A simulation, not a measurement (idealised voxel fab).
process module | voxel spacer lines
cross-section cut | 205 nm wide | cells 5 nm
A cross-section is a grid of square cells, given in bands from the top down. A band is one or more rows of cells.
Each band's line starts with the height of the band's top and of its bottom, in nm. Then come its materials from left to right, each with its width in nm. One material with "throughout" fills the band from edge to edge. "air" is empty space.
Height 0 is the level under which the wafer as received is all one material. The lowest band goes on downwards, as in "0 down".
A width such as "30 to 40" changes by the same amount from each row of cells to the next, from the band's top row to its bottom row.
"no change" after a step means that no cell of the cross-section changed.
closed voids: empty space of 8 cells or more with no open way to the top, each as width x height at its distance from the left edge, in nm
after a step's settings: what the simulator itself notes on the step
overlay nm, on a step with a mask: how far to the right of its planned place the mask lay; to the left if negative
plan
1 op RECEIVE | material Si
2 op CONFORMAL_DEP | material Al2O3 | thk nm 10
3 op DIRECTIONAL_DEP | material SiN | thk nm 20
4 op DIRECTIONAL_DEP | material polySi | thk nm 20
5 op PATTERN | tone cover | mask id MANDREL | material resist | width nm 20 | pitch nm 70 | thk nm 30 | overlay nm -5
6 op DIRECTIONAL_ETCH | etch materials polySi | depth nm 20
7 op STRIP | etch materials resist
8 op CONFORMAL_DEP | material SiO2 | thk nm 15
9 op DIRECTIONAL_ETCH | etch materials SiO2 | depth nm 15
10 op STRIP | etch materials polySi
11 op DIRECTIONAL_ETCH | etch materials SiN | depth nm 20
12 op STRIP | etch materials SiO2
varied across the wafers: overlay nm of step 5. The plan shows the first wafer's value. All wafers start alike
first wafer as received, after step 1
  0 down: Si throughout
  closed voids: none
first wafer at the end, after step 12
  30 to 10: SiN 15 | air 20 | SiN 15 | air 20 | SiN 15 | air 20 | SiN 15 | air 20 | SiN 15 | air 20 | SiN 15 | air 15
  10 to 0: Al2O3 throughout
  0 down: Si throughout
  closed voids: none
last wafer at the end
  30 to 10: air 15 | SiN 15 | air 20 | SiN 15 | air 20 | SiN 15 | air 20 | SiN 15 | air 20 | SiN 15 | air 20 | SiN 15
  10 to 0: Al2O3 throughout
  0 down: Si throughout
  closed voids: none
each wafer at the end: cells of each material gained (+) or lost (-) since it was received, then its closed voids
overlay nm -5 | +82 Al2O3 | +72 SiN | closed voids: none
overlay nm 0 | +82 Al2O3 | +72 SiN | closed voids: none
overlay nm 5 | +82 Al2O3 | +72 SiN | closed voids: none
overlay nm 10 | +82 Al2O3 | +72 SiN | closed voids: none
